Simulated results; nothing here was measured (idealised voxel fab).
Module name: voxel fin reveal (process module)
The width of the displayed cross-section, cut, is 255 nm; its cells are square, with a size of 5 nm.
Notation: cross-section as square-cell grid; stated in bands, top first, going down; one or more cell rows per band. Band: top height; bottom height; in nm. Then, left to right: material with width in nm, for each material. "full width": a single material spanning edge to edge. "blank": empty space. A quick word on heights: they are counted from 0, and under that level the wafer as it came to us is one material throughout. The lowest band is different from the rest in having no bottom; it simply continues downward, written as in "0 down". Width spec "30..40" -> top row of cells at first value, bottom row at second value, equal per-row change in between. "same as before" for a step: no cell of the cross-section changed in that step. Voids not open to the top, 8 cells minimum: see "Closed internal voids". Written width x height at distance; distance is from the left edge; nm. If you see something after the settings on a step's line, that's the simulator's own remark about that step. The "overlay nm" setting may appear on a step's line; for a step that uses a mask, it gives how far to the right of its planned position the mask lay, and a negative value indicates the left.

-- The planned process steps are enumerated hereunder
| 1 | RECEIVE [material Si] |
| 2 | CONFORMAL_DEP [material SiN] [thk nm 10] |
| 3 | PATTERN [tone cover] [mask id FINS] [material resist] [width nm 15] [pitch nm 40] [thk nm 15] [overlay nm 0] |
| 4 | DIRECTIONAL_ETCH [etch materials SiN] [depth nm 10] |
| 5 | DIRECTIONAL_ETCH [etch materials Si] [depth nm 35] |
| 6 | STRIP [etch materials resist] |
| 7 | OXIDIZE [depth nm 5] |
| 8 | FILL_DEP [material SiO2] [thk nm 15] |
| 9 | CMP [height nm 10] |
| 10 | SELECTIVE_ETCH [etch materials SiO2] [depth nm 35] |
| 11 | STRIP [etch materials SiN] |

-- Wafer cross-section on receipt, i.e. after step 1
> 0 down | Si full width
> Closed internal voids: none

-- Figure: cross-sectional view of the wafer upon completion of the module, processed from the initial state and according to the plan depicted above, with one error introduced during execution
> 0 to -25 | blank: 85 | Si: 5 | blank: 35 | Si: 5 | blank: 35 | Si: 5 | blank: 85
> -25 to -35 | SiO2: 85 | Si: 5 | SiO2: 35 | Si: 5 | SiO2: 35 | Si: 5 | SiO2: 85
> -35 down | Si full width
> Closed internal voids: none
In executing the process, a mistake was made relative to the plan: off-plan run, step 5, actual operation and settings DIRECTIONAL_ETCH [etch materials Si] [depth nm 30]
